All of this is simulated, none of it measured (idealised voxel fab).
process module | voxel trench capacitor
cross-section cut | 265 nm wide | cells 5 nm
A cross-section is a grid of square cells, given in bands from the top down. A band is one or more rows of cells.
Each band's line starts with the height of the band's top and of its bottom, in nm. Then come its materials from left to right, each with its width in nm. One material with "throughout" fills the band from edge to edge. "air" is empty space.
Height 0 is the level under which the wafer as received is all one material. The lowest band goes on downwards, as in "0 down".
A width such as "30 to 40" changes by the same amount from each row of cells to the next, from the band's top row to its bottom row.
"no change" after a step means that no cell of the cross-section changed.
closed voids: empty space of 8 cells or more with no open way to the top, each as width x height at its distance from the left edge, in nm
after a step's settings: what the simulator itself notes on the step
overlay nm, on a step with a mask: how far to the right of its planned place the mask lay; to the left if negative
plan
1 op RECEIVE | material Si
2 op CONFORMAL_DEP | material SiN | thk nm 5
3 op MASKED_ETCH | tone open | mask id TRENCH | width nm 25 | pitch nm 45 | etch materials SiN | depth nm 5 | overlay nm 0
4 op MASKED_ETCH | tone open | mask id TRENCH | width nm 25 | pitch nm 45 | etch materials Si | depth nm 30 | overlay nm 0
5 op CONFORMAL_DEP | material HfO2 | thk nm 5
6 op CONFORMAL_DEP | material TiN | thk nm 5
7 op FILL_DEP | material W | thk nm 5
8 op CMP | height nm 5
first wafer, as planned
as received, after step 1
  0 down: Si throughout
  closed voids: none
after step 2
  5 to 0: SiN throughout
  below 0: unchanged
after step 3
  5 to 0: SiN 75 | air 25 | SiN 20 | air 25 | SiN 20 | air 25 | SiN 75
  below 0: unchanged
after step 4
  5 to 0: SiN 75 | air 25 | SiN 20 | air 25 | SiN 20 | air 25 | SiN 75
  0 to -30: Si 75 | air 25 | Si 20 | air 25 | Si 20 | air 25 | Si 75
  below -30: unchanged
after step 5
  10 to 5: HfO2 80 | air 15 | HfO2 30 | air 15 | HfO2 30 | air 15 | HfO2 80
  5 to 0: SiN 75 | HfO2 5 | air 15 | HfO2 5 | SiN 20 | HfO2 5 | air 15 | HfO2 5 | SiN 20 | HfO2 5 | air 15 | HfO2 5 | SiN 75
  0 to -25: Si 75 | HfO2 5 | air 15 | HfO2 5 | Si 20 | HfO2 5 | air 15 | HfO2 5 | Si 20 | HfO2 5 | air 15 | HfO2 5 | Si 75
  -25 to -30: Si 75 | HfO2 25 | Si 20 | HfO2 25 | Si 20 | HfO2 25 | Si 75
  below -30: unchanged
after step 6
  15 to 10: TiN 85 | air 5 | TiN 40 | air 5 | TiN 40 | air 5 | TiN 85
  10 to 5: HfO2 80 | TiN 5 | air 5 | TiN 5 | HfO2 30 | TiN 5 | air 5 | TiN 5 | HfO2 30 | TiN 5 | air 5 | TiN 5 | HfO2 80
  5 to 0: SiN 75 | HfO2 5 | TiN 5 | air 5 | TiN 5 | HfO2 5 | SiN 20 | HfO2 5 | TiN 5 | air 5 | TiN 5 | HfO2 5 | SiN 20 | HfO2 5 | TiN 5 | air 5 | TiN 5 | HfO2 5 | SiN 75
  0 to -20: Si 75 | HfO2 5 | TiN 5 | air 5 | TiN 5 | HfO2 5 | Si 20 | HfO2 5 | TiN 5 | air 5 | TiN 5 | HfO2 5 | Si 20 | HfO2 5 | TiN 5 | air 5 | TiN 5 | HfO2 5 | Si 75
  -20 to -25: Si 75 | HfO2 5 | TiN 15 | HfO2 5 | Si 20 | HfO2 5 | TiN 15 | HfO2 5 | Si 20 | HfO2 5 | TiN 15 | HfO2 5 | Si 75
  below -25: unchanged
after step 7
  20 to 15: W throughout
  15 to 10: TiN 85 | W 5 | TiN 40 | W 5 | TiN 40 | W 5 | TiN 85
  10 to 5: HfO2 80 | TiN 5 | W 5 | TiN 5 | HfO2 30 | TiN 5 | W 5 | TiN 5 | HfO2 30 | TiN 5 | W 5 | TiN 5 | HfO2 80
  5 to 0: SiN 75 | HfO2 5 | TiN 5 | W 5 | TiN 5 | HfO2 5 | SiN 20 | HfO2 5 | TiN 5 | W 5 | TiN 5 | HfO2 5 | SiN 20 | HfO2 5 | TiN 5 | W 5 | TiN 5 | HfO2 5 | SiN 75
  0 to -20: Si 75 | HfO2 5 | TiN 5 | W 5 | TiN 5 | HfO2 5 | Si 20 | HfO2 5 | TiN 5 | W 5 | TiN 5 | HfO2 5 | Si 20 | HfO2 5 | TiN 5 | W 5 | TiN 5 | HfO2 5 | Si 75
  below -20: unchanged
after step 8
  5 to 0: SiN 75 | HfO2 5 | TiN 5 | W 5 | TiN 5 | HfO2 5 | SiN 20 | HfO2 5 | TiN 5 | W 5 | TiN 5 | HfO2 5 | SiN 20 | HfO2 5 | TiN 5 | W 5 | TiN 5 | HfO2 5 | SiN 75
  below 0: unchanged
second wafer: like start, like plan, one mistake. Through step 3 it matches the first wafer
when step 4 should have ended
  5 to 0: SiN 75 | air 25 | SiN 20 | air 25 | SiN 20 | air 25 | SiN 75
  0 to -30: Si 80 | air 15 | Si 30 | air 15 | Si 30 | air 15 | Si 80
  below -30: unchanged
when step 5 should have ended
  10 to 5: HfO2 80 | air 15 | HfO2 30 | air 15 | HfO2 30 | air 15 | HfO2 80
  5 to 0: SiN 75 | HfO2 10 | air 5 | HfO2 10 | SiN 20 | HfO2 10 | air 5 | HfO2 10 | SiN 20 | HfO2 10 | air 5 | HfO2 10 | SiN 75
  0 to -25: Si 80 | HfO2 5 | air 5 | HfO2 5 | Si 30 | HfO2 5 | air 5 | HfO2 5 | Si 30 | HfO2 5 | air 5 | HfO2 5 | Si 80
  -25 to -30: Si 80 | HfO2 15 | Si 30 | HfO2 15 | Si 30 | HfO2 15 | Si 80
  below -30: unchanged
when step 6 should have ended
  15 to 10: TiN 85 | air 5 | TiN 40 | air 5 | TiN 40 | air 5 | TiN 85
  10 to 5: HfO2 80 | TiN 15 | HfO2 30 | TiN 15 | HfO2 30 | TiN 15 | HfO2 80
  5 to 0: SiN 75 | HfO2 10 | TiN 5 | HfO2 10 | SiN 20 | HfO2 10 | TiN 5 | HfO2 10 | SiN 20 | HfO2 10 | TiN 5 | HfO2 10 | SiN 75
  0 to -25: Si 80 | HfO2 5 | TiN 5 | HfO2 5 | Si 30 | HfO2 5 | TiN 5 | HfO2 5 | Si 30 | HfO2 5 | TiN 5 | HfO2 5 | Si 80
  below -25: unchanged
when step 7 should have ended
  20 to 15: W throughout
  15 to 10: TiN 85 | W 5 | TiN 40 | W 5 | TiN 40 | W 5 | TiN 85
  below 10: unchanged
when step 8 should have ended
  5 to 0: SiN 75 | HfO2 10 | TiN 5 | HfO2 10 | SiN 20 | HfO2 10 | TiN 5 | HfO2 10 | SiN 20 | HfO2 10 | TiN 5 | HfO2 10 | SiN 75
  below 0: unchanged
what went wrong: step 4 ran as: op MASKED_ETCH | tone open | mask id TRENCH | width nm 15 | pitch nm 45 | etch materials Si | depth nm 30 | overlay nm 0
at the end the second wafer has, in cells: 36 more of Si | 21 fewer of TiN | 15 fewer of W
